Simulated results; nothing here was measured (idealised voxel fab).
This is a process module. Its name is voxel gate over fins.
In the cross-section labelled cut, the width is 275 nm and each square cell is 5 nm.
Bands, listed from the top down, are how a cross-section gets written in this document; the cross-section itself is a grid of square cells, and a band is one or more rows of them.
What a band's entry tells you: where the top is and where the bottom is, as heights in nm, and after that what lies inside, material by material from left to right, each with its width in nm. Empty space is written as the word "blank", and a single material marked with the word "all across" occupies the band from edge to edge.
Ref level 0: as-received wafer is one material below here. Bottom band extends down with no lower bound ("0 down").
A two-number width, for instance "30->40", indicates that the width is equal to the first number in the top row of the band and to the second number in the bottom row, and that it changes by a constant amount per row of cells.
For the purposes of this document, the phrase "no change" attached to a step denotes that no cell within the cross-section was modified by that step.
Closed voids list: empty space of 8 cells or more with no open way to the top, each as width x height at its distance from the left edge, in nm
Past the settings on a step's line: simulator remark, on that step.
"overlay nm" answers the question of how far to the right of plan the mask lay on a step that has a mask, and when it is negative the answer is to the left.
### Intended process steps
| 1 | RECEIVE: material Si |
| 2 | CONFORMAL_DEP: material SiN, thk nm 10 |
| 3 | MASKED_ETCH: tone cover, mask id FINS, width nm 15, pitch nm 40, etch materials SiN, depth nm 10, overlay nm 0 |
| 4 | MASKED_ETCH: tone cover, mask id FINS, width nm 15, pitch nm 40, etch materials Si, depth nm 35, overlay nm 0 |
| 5 | FILL_DEP: material SiO2, thk nm 15 |
| 6 | CMP: height nm 0 |
| 7 | SELECTIVE_ETCH: etch materials SiO2, depth nm 25 |
| 8 | STRIP: etch materials SiN |
| 9 | CONFORMAL_DEP: material HfO2, thk nm 5 |
| 10 | CONFORMAL_DEP: material TiN, thk nm 5 |
| 11 | FILL_DEP: material W, thk nm 10 |
| 12 | CMP: height nm 15 |
| 13 | CONFORMAL_DEP: material SiN, thk nm 10 |
The plan's step 6 height nm is the first wafer's value; the wafers differ in this setting and start identical.
### After step 1, as received: first of several wafers, cross-section
  0 down | Si all across
  Closed voids list: none
### Every row in this table is a wafer at the end of the module, and it gives, for each of the materials, the cells that wafer has gained (+) or lost (-) since it was received, then its closed voids
height nm 0; +75 HfO2; -343 Si; +110 SiN; +98 SiO2; +75 TiN; +260 W; Closed voids list: none
height nm 5; +71 HfO2; -343 Si; +110 SiN; +147 SiO2; +71 TiN; +219 W; Closed voids list: none
height nm 10; +67 HfO2; -343 Si; +110 SiN; +196 SiO2; +67 TiN; +178 W; Closed voids list: none
height nm 15; +63 HfO2; -343 Si; +110 SiN; +245 SiO2; +63 TiN; +137 W; Closed voids list: none
height nm 20; +59 HfO2; -343 Si; +110 SiN; +294 SiO2; +59 TiN; +96 W; Closed voids list: none
height nm 25; +55 HfO2; -343 Si; +110 SiN; +343 SiO2; +55 TiN; +55 W; Closed voids list: none
